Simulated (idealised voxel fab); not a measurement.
process module | voxel transistor to metal
cross-section cut | 205 nm wide | cells 5 nm
A cross-section is a grid of square cells, given in bands from the top down. A band is one or more rows of cells.
Each band's line starts with the height of the band's top and of its bottom, in nm. Then come its materials from left to right, each with its width in nm. One material with "throughout" fills the band from edge to edge. "air" is empty space.
Height 0 is the level under which the wafer as received is all one material. The lowest band goes on downwards, as in "0 down".
A width such as "30 to 40" changes by the same amount from each row of cells to the next, from the band's top row to its bottom row.
"no change" after a step means that no cell of the cross-section changed.
closed voids: empty space of 8 cells or more with no open way to the top, each as width x height at its distance from the left edge, in nm
after a step's settings: what the simulator itself notes on the step
overlay nm, on a step with a mask: how far to the right of its planned place the mask lay; to the left if negative
plan
1 op RECEIVE | material Si
2 op CONFORMAL_DEP | material SiO2 | thk nm 5
3 op CONFORMAL_DEP | material SiN | thk nm 10
4 op DIRECTIONAL_DEP | material aC | thk nm 10
5 op PATTERN | tone cover | mask id ACTIVE | material resist | width nm 135 | thk nm 30 | overlay nm 0
6 op DIRECTIONAL_ETCH | etch materials aC | depth nm 10
7 op STRIP | etch materials resist
8 op DIRECTIONAL_ETCH | etch materials SiN | depth nm 10
9 op DIRECTIONAL_ETCH | etch materials SiO2 | depth nm 5
10 op DIRECTIONAL_ETCH | etch materials Si | depth nm 30
11 op STRIP | etch materials aC
12 op FILL_DEP | material SiO2 | thk nm 15
13 op CMP | height nm 15
14 op SELECTIVE_ETCH | etch materials SiO2 | depth nm 10
15 op STRIP | etch materials SiN
16 op SELECTIVE_ETCH | etch materials SiO2 | depth nm 5
17 op OXIDIZE | depth nm 5
18 op DIRECTIONAL_DEP | material polySi | thk nm 25
19 op DIRECTIONAL_DEP | material SiCN | thk nm 15
20 op MASKED_ETCH | tone cover | mask id GATE | width nm 35 | etch materials SiCN | depth nm 25 | overlay nm 0
21 op MASKED_ETCH | tone cover | mask id GATE | width nm 35 | etch materials polySi | depth nm 35 | overlay nm 0
22 op CONFORMAL_DEP | material SiN | thk nm 10
23 op DIRECTIONAL_ETCH | etch materials SiN | depth nm 10
24 op DIRECTIONAL_ETCH | etch materials SiO2 | depth nm 5
25 op DIRECTIONAL_ETCH | etch materials Si | depth nm 5
26 op EPI | material SiGe | thk nm 5
27 op FILL_DEP | material SiO2 | thk nm 5
28 op CMP | height nm 25
29 op STRIP | etch materials polySi
30 op SELECTIVE_ETCH | etch materials SiO2 | depth nm 5
31 op CONFORMAL_DEP | material HfO2 | thk nm 5
32 op CONFORMAL_DEP | material TiN | thk nm 5
33 op FILL_DEP | material W | thk nm 10
34 op CMP | height nm 20
35 op DIRECTIONAL_DEP | material SiO2 | thk nm 15
36 op PATTERN | tone open | mask id CONTACT | material resist | width nm 20 | pitch nm 95 | thk nm 20 | overlay nm 0
37 op DIRECTIONAL_ETCH | etch materials SiO2 | depth nm 40
38 op STRIP | etch materials resist
39 op CONFORMAL_DEP | material TiN | thk nm 5
40 op FILL_DEP | material W | thk nm 5
41 op CMP | height nm 35
42 op DIRECTIONAL_DEP | material TiN | thk nm 5
43 op DIRECTIONAL_DEP | material W | thk nm 25
44 op DIRECTIONAL_DEP | material aC | thk nm 15
45 op PATTERN | tone cover | mask id METAL_1 | material resist | width nm 20 | pitch nm 95 | thk nm 30 | overlay nm 0
46 op DIRECTIONAL_ETCH | etch materials aC | depth nm 15
47 op STRIP | etch materials resist
48 op DIRECTIONAL_ETCH | etch materials W | depth nm 25
49 op DIRECTIONAL_ETCH | etch materials TiN | depth nm 5
50 op STRIP | etch materials aC
51 op CONFORMAL_DEP | material SiN | thk nm 5
52 op FILL_DEP | material lowk | thk nm 10
53 op CMP | height nm 65
54 op CONFORMAL_DEP | material SiCN | thk nm 5
first wafer, as planned
as received, after step 1
  0 down: Si throughout
  closed voids: none
after step 2
  5 to 0: SiO2 throughout
  below 0: unchanged
after step 3
  15 to 5: SiN throughout
  below 5: unchanged
after step 4
  25 to 15: aC throughout
  below 15: unchanged
after step 5
  55 to 25: air 35 | resist 135 | air 35
  below 25: unchanged
after step 6
  45 to 25: air 35 | resist 135 | air 35
  25 to 15: air 35 | aC 135 | air 35
  below 15: unchanged
after step 7
  25 to 15: air 35 | aC 135 | air 35
  below 15: unchanged
after step 8
  25 to 15: air 35 | aC 135 | air 35
  15 to 5: air 35 | SiN 135 | air 35
  below 5: unchanged
after step 9
  25 to 15: air 35 | aC 135 | air 35
  15 to 5: air 35 | SiN 135 | air 35
  5 to 0: air 35 | SiO2 135 | air 35
  below 0: unchanged
after step 10
  25 to 15: air 35 | aC 135 | air 35
  15 to 5: air 35 | SiN 135 | air 35
  5 to 0: air 35 | SiO2 135 | air 35
  0 to -30: air 35 | Si 135 | air 35
  below -30: unchanged
after step 11
  15 to 5: air 35 | SiN 135 | air 35
  below 5: unchanged
after step 12
  30 to 15: SiO2 throughout
  15 to 5: SiO2 35 | SiN 135 | SiO2 35
  5 to 0: SiO2 throughout
  0 to -30: SiO2 35 | Si 135 | SiO2 35
  below -30: unchanged
after step 13
  15 to 5: SiO2 35 | SiN 135 | SiO2 35
  below 5: unchanged
after step 14
  15 to 5: air 35 | SiN 135 | air 35
  below 5: unchanged
after step 15
  5 to 0: SiO2 throughout
  below 0: unchanged
after step 16
  0 to -30: SiO2 35 | Si 135 | SiO2 35
  below -30: unchanged
after step 17
  0 to -5: SiO2 throughout
  below -5: unchanged
after step 18
  25 to 0: polySi throughout
  below 0: unchanged
after step 19
  40 to 25: SiCN throughout
  below 25: unchanged
after step 20
  40 to 25: air 85 | SiCN 35 | air 85
  below 25: unchanged
after step 21
  40 to 25: air 85 | SiCN 35 | air 85
  25 to 0: air 85 | polySi 35 | air 85
  below 0: unchanged
after step 22
  50 to 40: air 75 | SiN 55 | air 75
  40 to 25: air 75 | SiN 10 | SiCN 35 | SiN 10 | air 75
  25 to 10: air 75 | SiN 10 | polySi 35 | SiN 10 | air 75
  10 to 0: SiN 85 | polySi 35 | SiN 85
  below 0: unchanged
after step 23
  40 to 25: air 75 | SiN 10 | SiCN 35 | SiN 10 | air 75
  25 to 0: air 75 | SiN 10 | polySi 35 | SiN 10 | air 75
  below 0: unchanged
after step 24
  40 to 25: air 75 | SiN 10 | SiCN 35 | SiN 10 | air 75
  25 to 0: air 75 | SiN 10 | polySi 35 | SiN 10 | air 75
  0 to -5: air 75 | SiO2 55 | air 75
  below -5: unchanged
after step 25
  40 to 25: air 75 | SiN 10 | SiCN 35 | SiN 10 | air 75
  25 to 0: air 75 | SiN 10 | polySi 35 | SiN 10 | air 75
  0 to -5: air 75 | SiO2 55 | air 75
  -5 to -10: SiO2 35 | air 40 | Si 55 | air 40 | SiO2 35
  below -10: unchanged
after step 26
  40 to 25: air 75 | SiN 10 | SiCN 35 | SiN 10 | air 75
  25 to 0: air 75 | SiN 10 | polySi 35 | SiN 10 | air 75
  0 to -5: air 70 | SiGe 5 | SiO2 55 | SiGe 5 | air 70
  -5 to -10: SiO2 35 | SiGe 40 | Si 55 | SiGe 40 | SiO2 35
  below -10: unchanged
after step 27
  45 to 40: SiO2 throughout
  40 to 25: SiO2 75 | SiN 10 | SiCN 35 | SiN 10 | SiO2 75
  25 to 0: SiO2 75 | SiN 10 | polySi 35 | SiN 10 | SiO2 75
  0 to -5: SiO2 70 | SiGe 5 | SiO2 55 | SiGe 5 | SiO2 70
  below -5: unchanged
after step 28
  25 to 0: SiO2 75 | SiN 10 | polySi 35 | SiN 10 | SiO2 75
  below 0: unchanged
after step 29
  25 to 0: SiO2 75 | SiN 10 | air 35 | SiN 10 | SiO2 75
  below 0: unchanged
after step 30
  25 to 20: air 75 | SiN 10 | air 35 | SiN 10 | air 75
  20 to 0: SiO2 75 | SiN 10 | air 35 | SiN 10 | SiO2 75
  0 to -5: SiO2 70 | SiGe 5 | SiO2 5 | air 45 | SiO2 5 | SiGe 5 | SiO2 70
  below -5: unchanged
after step 31
  30 to 25: air 70 | HfO2 20 | air 25 | HfO2 20 | air 70
  25 to 20: HfO2 75 | SiN 10 | HfO2 5 | air 25 | HfO2 5 | SiN 10 | HfO2 75
  20 to 0: SiO2 75 | SiN 10 | HfO2 5 | air 25 | HfO2 5 | SiN 10 | SiO2 75
  0 to -5: SiO2 70 | SiGe 5 | SiO2 5 | HfO2 45 | SiO2 5 | SiGe 5 | SiO2 70
  below -5: unchanged
after step 32
  35 to 30: air 65 | TiN 30 | air 15 | TiN 30 | air 65
  30 to 25: TiN 70 | HfO2 20 | TiN 5 | air 15 | TiN 5 | HfO2 20 | TiN 70
  25 to 20: HfO2 75 | SiN 10 | HfO2 5 | TiN 5 | air 15 | TiN 5 | HfO2 5 | SiN 10 | HfO2 75
  20 to 5: SiO2 75 | SiN 10 | HfO2 5 | TiN 5 | air 15 | TiN 5 | HfO2 5 | SiN 10 | SiO2 75
  5 to 0: SiO2 75 | SiN 10 | HfO2 5 | TiN 25 | HfO2 5 | SiN 10 | SiO2 75
  below 0: unchanged
after step 33
  45 to 35: W throughout
  35 to 30: W 65 | TiN 30 | W 15 | TiN 30 | W 65
  30 to 25: TiN 70 | HfO2 20 | TiN 5 | W 15 | TiN 5 | HfO2 20 | TiN 70
  25 to 20: HfO2 75 | SiN 10 | HfO2 5 | TiN 5 | W 15 | TiN 5 | HfO2 5 | SiN 10 | HfO2 75
  20 to 5: SiO2 75 | SiN 10 | HfO2 5 | TiN 5 | W 15 | TiN 5 | HfO2 5 | SiN 10 | SiO2 75
  below 5: unchanged
after step 34
  20 to 5: SiO2 75 | SiN 10 | HfO2 5 | TiN 5 | W 15 | TiN 5 | HfO2 5 | SiN 10 | SiO2 75
  below 5: unchanged
after step 35
  35 to 20: SiO2 throughout
  below 20: unchanged
after step 36
  55 to 35: resist 45 | air 20 | resist 75 | air 20 | resist 45
  below 35: unchanged
after step 37
  55 to 35: resist 45 | air 20 | resist 75 | air 20 | resist 45
  35 to 20: SiO2 45 | air 20 | SiO2 75 | air 20 | SiO2 45
  20 to 5: SiO2 45 | air 20 | SiO2 10 | SiN 10 | HfO2 5 | TiN 5 | W 15 | TiN 5 | HfO2 5 | SiN 10 | SiO2 10 | air 20 | SiO2 45
  5 to 0: SiO2 45 | air 20 | SiO2 10 | SiN 10 | HfO2 5 | TiN 25 | HfO2 5 | SiN 10 | SiO2 10 | air 20 | SiO2 45
  0 to -5: SiO2 45 | air 20 | SiO2 5 | SiGe 5 | SiO2 5 | HfO2 45 | SiO2 5 | SiGe 5 | SiO2 5 | air 20 | SiO2 45
  below -5: unchanged
after step 38
  35 to 20: SiO2 45 | air 20 | SiO2 75 | air 20 | SiO2 45
  below 20: unchanged
after step 39
  40 to 35: TiN 50 | air 10 | TiN 85 | air 10 | TiN 50
  35 to 20: SiO2 45 | TiN 5 | air 10 | TiN 5 | SiO2 75 | TiN 5 | air 10 | TiN 5 | SiO2 45
  20 to 5: SiO2 45 | TiN 5 | air 10 | TiN 5 | SiO2 10 | SiN 10 | HfO2 5 | TiN 5 | W 15 | TiN 5 | HfO2 5 | SiN 10 | SiO2 10 | TiN 5 | air 10 | TiN 5 | SiO2 45
  5 to 0: SiO2 45 | TiN 5 | air 10 | TiN 5 | SiO2 10 | SiN 10 | HfO2 5 | TiN 25 | HfO2 5 | SiN 10 | SiO2 10 | TiN 5 | air 10 | TiN 5 | SiO2 45
  0 to -5: SiO2 45 | TiN 20 | SiO2 5 | SiGe 5 | SiO2 5 | HfO2 45 | SiO2 5 | SiGe 5 | SiO2 5 | TiN 20 | SiO2 45
  below -5: unchanged
after step 40
  45 to 40: W throughout
  40 to 35: TiN 50 | W 10 | TiN 85 | W 10 | TiN 50
  35 to 20: SiO2 45 | TiN 5 | W 10 | TiN 5 | SiO2 75 | TiN 5 | W 10 | TiN 5 | SiO2 45
  20 to 5: SiO2 45 | TiN 5 | W 10 | TiN 5 | SiO2 10 | SiN 10 | HfO2 5 | TiN 5 | W 15 | TiN 5 | HfO2 5 | SiN 10 | SiO2 10 | TiN 5 | W 10 | TiN 5 | SiO2 45
  5 to 0: SiO2 45 | TiN 5 | W 10 | TiN 5 | SiO2 10 | SiN 10 | HfO2 5 | TiN 25 | HfO2 5 | SiN 10 | SiO2 10 | TiN 5 | W 10 | TiN 5 | SiO2 45
  below 0: unchanged
after step 41
  35 to 20: SiO2 45 | TiN 5 | W 10 | TiN 5 | SiO2 75 | TiN 5 | W 10 | TiN 5 | SiO2 45
  below 20: unchanged
after step 42
  40 to 35: TiN throughout
  below 35: unchanged
after step 43
  65 to 40: W throughout
  below 40: unchanged
after step 44
  80 to 65: aC throughout
  below 65: unchanged
after step 45
  110 to 80: air 45 | resist 20 | air 75 | resist 20 | air 45
  below 80: unchanged
after step 46
  95 to 80: air 45 | resist 20 | air 75 | resist 20 | air 45
  80 to 65: air 45 | aC 20 | air 75 | aC 20 | air 45
  below 65: unchanged
after step 47
  80 to 65: air 45 | aC 20 | air 75 | aC 20 | air 45
  below 65: unchanged
after step 48
  80 to 65: air 45 | aC 20 | air 75 | aC 20 | air 45
  65 to 40: air 45 | W 20 | air 75 | W 20 | air 45
  below 40: unchanged
after step 49
  80 to 65: air 45 | aC 20 | air 75 | aC 20 | air 45
  65 to 40: air 45 | W 20 | air 75 | W 20 | air 45
  40 to 35: air 45 | TiN 20 | air 75 | TiN 20 | air 45
  below 35: unchanged
after step 50
  65 to 40: air 45 | W 20 | air 75 | W 20 | air 45
  below 40: unchanged
after step 51
  70 to 65: air 40 | SiN 30 | air 65 | SiN 30 | air 40
  65 to 40: air 40 | SiN 5 | W 20 | SiN 5 | air 65 | SiN 5 | W 20 | SiN 5 | air 40
  40 to 35: SiN 45 | TiN 20 | SiN 75 | TiN 20 | SiN 45
  below 35: unchanged
after step 52
  80 to 70: lowk throughout
  70 to 65: lowk 40 | SiN 30 | lowk 65 | SiN 30 | lowk 40
  65 to 40: lowk 40 | SiN 5 | W 20 | SiN 5 | lowk 65 | SiN 5 | W 20 | SiN 5 | lowk 40
  below 40: unchanged
after step 53
  65 to 40: lowk 40 | SiN 5 | W 20 | SiN 5 | lowk 65 | SiN 5 | W 20 | SiN 5 | lowk 40
  below 40: unchanged
after step 54
  70 to 65: SiCN throughout
  below 65: unchanged
second wafer: like start, like plan, one mistake. Through step 4 it matches the first wafer
when step 5 should have ended
  55 to 25: resist 35 | air 135 | resist 35
  below 25: unchanged
when step 6 should have ended
  45 to 25: resist 35 | air 135 | resist 35
  25 to 15: aC 35 | air 135 | aC 35
  below 15: unchanged
when step 7 should have ended
  25 to 15: aC 35 | air 135 | aC 35
  below 15: unchanged
when step 8 should have ended
  25 to 15: aC 35 | air 135 | aC 35
  15 to 5: SiN 35 | air 135 | SiN 35
  below 5: unchanged
when step 9 should have ended
  25 to 15: aC 35 | air 135 | aC 35
  15 to 5: SiN 35 | air 135 | SiN 35
  5 to 0: SiO2 35 | air 135 | SiO2 35
  below 0: unchanged
when step 10 should have ended
  25 to 15: aC 35 | air 135 | aC 35
  15 to 5: SiN 35 | air 135 | SiN 35
  5 to 0: SiO2 35 | air 135 | SiO2 35
  0 to -30: Si 35 | air 135 | Si 35
  below -30: unchanged
when step 11 should have ended
  15 to 5: SiN 35 | air 135 | SiN 35
  below 5: unchanged
when step 12 should have ended
  30 to 15: SiO2 throughout
  15 to 5: SiN 35 | SiO2 135 | SiN 35
  5 to 0: SiO2 throughout
  0 to -30: Si 35 | SiO2 135 | Si 35
  below -30: unchanged
when step 13 should have ended
  15 to 5: SiN 35 | SiO2 135 | SiN 35
  below 5: unchanged
when step 14 should have ended
  15 to 5: SiN 35 | air 135 | SiN 35
  below 5: unchanged
when step 15 should have ended
  5 to 0: SiO2 throughout
  below 0: unchanged
when step 16 should have ended
  0 to -30: Si 35 | SiO2 135 | Si 35
  below -30: unchanged
when step 17 should have ended
  0 to -5: SiO2 throughout
  below -5: unchanged
when step 18 should have ended
  25 to 0: polySi throughout
  below 0: unchanged
when step 19 should have ended
  40 to 25: SiCN throughout
  below 25: unchanged
when step 20 should have ended
  40 to 25: air 85 | SiCN 35 | air 85
  below 25: unchanged
when step 21 should have ended
  40 to 25: air 85 | SiCN 35 | air 85
  25 to 0: air 85 | polySi 35 | air 85
  below 0: unchanged
when step 22 should have ended
  50 to 40: air 75 | SiN 55 | air 75
  40 to 25: air 75 | SiN 10 | SiCN 35 | SiN 10 | air 75
  25 to 10: air 75 | SiN 10 | polySi 35 | SiN 10 | air 75
  10 to 0: SiN 85 | polySi 35 | SiN 85
  below 0: unchanged
when step 23 should have ended
  40 to 25: air 75 | SiN 10 | SiCN 35 | SiN 10 | air 75
  25 to 0: air 75 | SiN 10 | polySi 35 | SiN 10 | air 75
  below 0: unchanged
when step 24 should have ended
  40 to 25: air 75 | SiN 10 | SiCN 35 | SiN 10 | air 75
  25 to 0: air 75 | SiN 10 | polySi 35 | SiN 10 | air 75
  0 to -5: air 75 | SiO2 55 | air 75
  below -5: unchanged
when step 25 should have ended
  40 to 25: air 75 | SiN 10 | SiCN 35 | SiN 10 | air 75
  25 to 0: air 75 | SiN 10 | polySi 35 | SiN 10 | air 75
  0 to -10: air 75 to 35 | SiO2 55 to 135 | air 75 to 35
  below -10: unchanged
when step 26 should have ended
  40 to 25: air 75 | SiN 10 | SiCN 35 | SiN 10 | air 75
  25 to 0: air 75 | SiN 10 | polySi 35 | SiN 10 | air 75
  0 to -5: air 75 | SiO2 55 | air 75
  -5 to -10: SiGe 35 | SiO2 135 | SiGe 35
  below -10: unchanged
when step 27 should have ended
  45 to 40: SiO2 throughout
  40 to 25: SiO2 75 | SiN 10 | SiCN 35 | SiN 10 | SiO2 75
  25 to 0: SiO2 75 | SiN 10 | polySi 35 | SiN 10 | SiO2 75
  0 to -5: SiO2 throughout
  below -5: unchanged
when step 28 should have ended
  25 to 0: SiO2 75 | SiN 10 | polySi 35 | SiN 10 | SiO2 75
  below 0: unchanged
when step 29 should have ended
  25 to 0: SiO2 75 | SiN 10 | air 35 | SiN 10 | SiO2 75
  below 0: unchanged
when step 30 should have ended
  25 to 20: air 75 | SiN 10 | air 35 | SiN 10 | air 75
  20 to 0: SiO2 75 | SiN 10 | air 35 | SiN 10 | SiO2 75
  0 to -5: SiO2 80 | air 45 | SiO2 80
  below -5: unchanged
when step 31 should have ended
  30 to 25: air 70 | HfO2 20 | air 25 | HfO2 20 | air 70
  25 to 20: HfO2 75 | SiN 10 | HfO2 5 | air 25 | HfO2 5 | SiN 10 | HfO2 75
  20 to 0: SiO2 75 | SiN 10 | HfO2 5 | air 25 | HfO2 5 | SiN 10 | SiO2 75
  0 to -5: SiO2 80 | HfO2 45 | SiO2 80
  below -5: unchanged
when step 32 should have ended
  35 to 30: air 65 | TiN 30 | air 15 | TiN 30 | air 65
  30 to 25: TiN 70 | HfO2 20 | TiN 5 | air 15 | TiN 5 | HfO2 20 | TiN 70
  25 to 20: HfO2 75 | SiN 10 | HfO2 5 | TiN 5 | air 15 | TiN 5 | HfO2 5 | SiN 10 | HfO2 75
  20 to 5: SiO2 75 | SiN 10 | HfO2 5 | TiN 5 | air 15 | TiN 5 | HfO2 5 | SiN 10 | SiO2 75
  5 to 0: SiO2 75 | SiN 10 | HfO2 5 | TiN 25 | HfO2 5 | SiN 10 | SiO2 75
  below 0: unchanged
when step 33 should have ended
  45 to 35: W throughout
  35 to 30: W 65 | TiN 30 | W 15 | TiN 30 | W 65
  30 to 25: TiN 70 | HfO2 20 | TiN 5 | W 15 | TiN 5 | HfO2 20 | TiN 70
  25 to 20: HfO2 75 | SiN 10 | HfO2 5 | TiN 5 | W 15 | TiN 5 | HfO2 5 | SiN 10 | HfO2 75
  20 to 5: SiO2 75 | SiN 10 | HfO2 5 | TiN 5 | W 15 | TiN 5 | HfO2 5 | SiN 10 | SiO2 75
  below 5: unchanged
when step 34 should have ended
  20 to 5: SiO2 75 | SiN 10 | HfO2 5 | TiN 5 | W 15 | TiN 5 | HfO2 5 | SiN 10 | SiO2 75
  below 5: unchanged
when step 35 should have ended
  35 to 20: SiO2 throughout
  below 20: unchanged
when step 36 should have ended
  55 to 35: resist 45 | air 20 | resist 75 | air 20 | resist 45
  below 35: unchanged
when step 37 should have ended
  55 to 35: resist 45 | air 20 | resist 75 | air 20 | resist 45
  35 to 20: SiO2 45 | air 20 | SiO2 75 | air 20 | SiO2 45
  20 to 5: SiO2 45 | air 20 | SiO2 10 | SiN 10 | HfO2 5 | TiN 5 | W 15 | TiN 5 | HfO2 5 | SiN 10 | SiO2 10 | air 20 | SiO2 45
  5 to 0: SiO2 45 | air 20 | SiO2 10 | SiN 10 | HfO2 5 | TiN 25 | HfO2 5 | SiN 10 | SiO2 10 | air 20 | SiO2 45
  0 to -5: SiO2 45 | air 20 | SiO2 15 | HfO2 45 | SiO2 15 | air 20 | SiO2 45
  below -5: unchanged
when step 38 should have ended
  35 to 20: SiO2 45 | air 20 | SiO2 75 | air 20 | SiO2 45
  below 20: unchanged
when step 39 should have ended
  40 to 35: TiN 50 | air 10 | TiN 85 | air 10 | TiN 50
  35 to 20: SiO2 45 | TiN 5 | air 10 | TiN 5 | SiO2 75 | TiN 5 | air 10 | TiN 5 | SiO2 45
  20 to 5: SiO2 45 | TiN 5 | air 10 | TiN 5 | SiO2 10 | SiN 10 | HfO2 5 | TiN 5 | W 15 | TiN 5 | HfO2 5 | SiN 10 | SiO2 10 | TiN 5 | air 10 | TiN 5 | SiO2 45
  5 to 0: SiO2 45 | TiN 5 | air 10 | TiN 5 | SiO2 10 | SiN 10 | HfO2 5 | TiN 25 | HfO2 5 | SiN 10 | SiO2 10 | TiN 5 | air 10 | TiN 5 | SiO2 45
  0 to -5: SiO2 45 | TiN 20 | SiO2 15 | HfO2 45 | SiO2 15 | TiN 20 | SiO2 45
  below -5: unchanged
when step 40 should have ended
  45 to 40: W throughout
  40 to 35: TiN 50 | W 10 | TiN 85 | W 10 | TiN 50
  35 to 20: SiO2 45 | TiN 5 | W 10 | TiN 5 | SiO2 75 | TiN 5 | W 10 | TiN 5 | SiO2 45
  20 to 5: SiO2 45 | TiN 5 | W 10 | TiN 5 | SiO2 10 | SiN 10 | HfO2 5 | TiN 5 | W 15 | TiN 5 | HfO2 5 | SiN 10 | SiO2 10 | TiN 5 | W 10 | TiN 5 | SiO2 45
  5 to 0: SiO2 45 | TiN 5 | W 10 | TiN 5 | SiO2 10 | SiN 10 | HfO2 5 | TiN 25 | HfO2 5 | SiN 10 | SiO2 10 | TiN 5 | W 10 | TiN 5 | SiO2 45
  below 0: unchanged
when step 41 should have ended
  35 to 20: SiO2 45 | TiN 5 | W 10 | TiN 5 | SiO2 75 | TiN 5 | W 10 | TiN 5 | SiO2 45
  below 20: unchanged
when step 42 should have ended
  40 to 35: TiN throughout
  below 35: unchanged
when step 43 should have ended
  65 to 40: W throughout
  below 40: unchanged
when step 44 should have ended
  80 to 65: aC throughout
  below 65: unchanged
when step 45 should have ended
  110 to 80: air 45 | resist 20 | air 75 | resist 20 | air 45
  below 80: unchanged
when step 46 should have ended
  95 to 80: air 45 | resist 20 | air 75 | resist 20 | air 45
  80 to 65: air 45 | aC 20 | air 75 | aC 20 | air 45
  below 65: unchanged
when step 47 should have ended
  80 to 65: air 45 | aC 20 | air 75 | aC 20 | air 45
  below 65: unchanged
when step 48 should have ended
  80 to 65: air 45 | aC 20 | air 75 | aC 20 | air 45
  65 to 40: air 45 | W 20 | air 75 | W 20 | air 45
  below 40: unchanged
when step 49 should have ended
  80 to 65: air 45 | aC 20 | air 75 | aC 20 | air 45
  65 to 40: air 45 | W 20 | air 75 | W 20 | air 45
  40 to 35: air 45 | TiN 20 | air 75 | TiN 20 | air 45
  below 35: unchanged
when step 50 should have ended
  65 to 40: air 45 | W 20 | air 75 | W 20 | air 45
  below 40: unchanged
when step 51 should have ended
  70 to 65: air 40 | SiN 30 | air 65 | SiN 30 | air 40
  65 to 40: air 40 | SiN 5 | W 20 | SiN 5 | air 65 | SiN 5 | W 20 | SiN 5 | air 40
  40 to 35: SiN 45 | TiN 20 | SiN 75 | TiN 20 | SiN 45
  below 35: unchanged
when step 52 should have ended
  80 to 70: lowk throughout
  70 to 65: lowk 40 | SiN 30 | lowk 65 | SiN 30 | lowk 40
  65 to 40: lowk 40 | SiN 5 | W 20 | SiN 5 | lowk 65 | SiN 5 | W 20 | SiN 5 | lowk 40
  below 40: unchanged
when step 53 should have ended
  65 to 40: lowk 40 | SiN 5 | W 20 | SiN 5 | lowk 65 | SiN 5 | W 20 | SiN 5 | lowk 40
  below 40: unchanged
when step 54 should have ended
  70 to 65: SiCN throughout
  below 65: unchanged
what went wrong: step 5 ran as: op PATTERN | tone open | mask id ACTIVE | material resist | width nm 135 | thk nm 30 | overlay nm 0
at the end the second wafer has, in cells: 63 fewer of Si | 4 fewer of SiGe | 67 more of SiO2
